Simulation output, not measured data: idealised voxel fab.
The name of this process module is voxel self aligned contacts.
For reference, the cross-section in this document is cut, with width 280 nm and square cells of 5 nm.
Reading order for cross-sections: top band down to bottom band. Underlying form: a grid of square cells. Band size: one or more rows of cells. Top, bottom (nm), then materials left to right with widths (nm); lone material tagged "edge to edge" fills the whole band edge to edge; "blank" = empty space. It should be noted that heights are counted from 0, beneath which the wafer as supplied is of one material throughout, and that the lowest band possesses no lower boundary but continues downward, as written in "top 0, no bottom". Note: "30->40" means the width goes from the first number (top row of the band) to the second number (bottom row) in equal steps per row of cells. Where a step carries "left unchanged", the cross-section came out of it unchanged, cell for cell. Under "Internal closed voids" you'll find the enclosed gaps, the ones with no way out to the top, that are 8 cells or bigger; each reads width x height at distance, with distance counted from the left edge, everything in nm. Text after the settings on a step's line: the simulator's own remark on that step. Each step line may optionally specify "overlay nm", which for a step with a mask gives the rightward distance between the mask's planned place and where it lay, a negative value indicating the leftward direction.

# This section lists the process steps that were planned
| 1 | RECEIVE | material Si |
| 2 | OXIDIZE | depth nm 5 |
| 3 | DIRECTIONAL_DEP | material polySi | thk nm 25 |
| 4 | DIRECTIONAL_DEP | material SiN | thk nm 20 |
| 5 | MASKED_ETCH | tone cover | mask id GATE | width nm 30 | pitch nm 65 | etch materials SiN | depth nm 20 | overlay nm 0 |
| 6 | MASKED_ETCH | tone cover | mask id GATE | width nm 30 | pitch nm 65 | etch materials polySi | depth nm 25 | overlay nm 0 |
| 7 | CONFORMAL_DEP | material SiN | thk nm 10 |
| 8 | DIRECTIONAL_ETCH | etch materials SiN | depth nm 10 |
| 9 | FILL_DEP | material SiO2 | thk nm 10 |
| 10 | CMP | height nm 50 |
| 11 | PATTERN | tone open | mask id CONTACT | material resist | width nm 45 | pitch nm 65 | thk nm 15 | overlay nm 0 |
| 12 | DIRECTIONAL_ETCH | etch materials SiO2 | depth nm 55 |
| 13 | STRIP | etch materials resist |
| 14 | CONFORMAL_DEP | material TiN | thk nm 5 |
| 15 | FILL_DEP | material W | thk nm 5 |
| 16 | CMP | height nm 50 |
| 17 | CONFORMAL_DEP | material SiCN | thk nm 5 |

# as received, after step 1
top 0, no bottom  Si edge to edge
Internal closed voids: none

# Sectioned view, first of two wafers, at the close of the module, processed as intended in the plan
top 55, bottom 50  SiCN edge to edge
top 50, bottom 45  85 of SiO2; 20 of TiN; 5 of W; 20 of TiN; 20 of SiO2; 20 of TiN; 5 of W; 20 of TiN; 85 of SiO2
top 45, bottom 25  50 of SiO2; 50 of SiN; 5 of TiN; 5 of W; 5 of TiN; 50 of SiN; 5 of TiN; 5 of W; 5 of TiN; 50 of SiN; 50 of SiO2
top 25, bottom 0  50 of SiO2; 10 of SiN; 30 of polySi; 10 of SiN; 5 of TiN; 5 of W; 5 of TiN; 10 of SiN; 30 of polySi; 10 of SiN; 5 of TiN; 5 of W; 5 of TiN; 10 of SiN; 30 of polySi; 10 of SiN; 50 of SiO2
top 0, bottom -5  100 of SiO2; 15 of TiN; 50 of SiO2; 15 of TiN; 100 of SiO2
top -5, no bottom  Si edge to edge
Internal closed voids: none

# What the second wafer looks like in cross-section once the module is done. Its start and its plan matched the first wafer's exactly; what differed was one mistake in how it was run
top 55, bottom 50  SiCN edge to edge
top 50, bottom 45  85 of SiO2; 20 of TiN; 5 of W; 20 of TiN; 20 of SiO2; 20 of TiN; 5 of W; 20 of TiN; 85 of SiO2
top 45, bottom 25  50 of SiO2; 10 of SiN; 30 of polySi; 10 of SiN; 5 of TiN; 5 of W; 5 of TiN; 10 of SiN; 30 of polySi; 10 of SiN; 5 of TiN; 5 of W; 5 of TiN; 10 of SiN; 30 of polySi; 10 of SiN; 50 of SiO2
top 25, bottom 20  50 of SiO2; 10 of SiN; 30 of polySi; 10 of SiN; 15 of TiN; 10 of SiN; 30 of polySi; 10 of SiN; 15 of TiN; 10 of SiN; 30 of polySi; 10 of SiN; 50 of SiO2
top 20, bottom 0  SiN edge to edge
top 0, bottom -5  SiO2 edge to edge
top -5, no bottom  Si edge to edge
Internal closed voids: none
Heads up, the wafer didn't run the way we planned it: steps 3 and 4 were swapped
It is noted that, at the conclusion of processing, the second wafer exhibits a higher or lower cell count for certain materials relative to the first: +104 SiN | -74 SiO2 | -20 TiN | -10 W
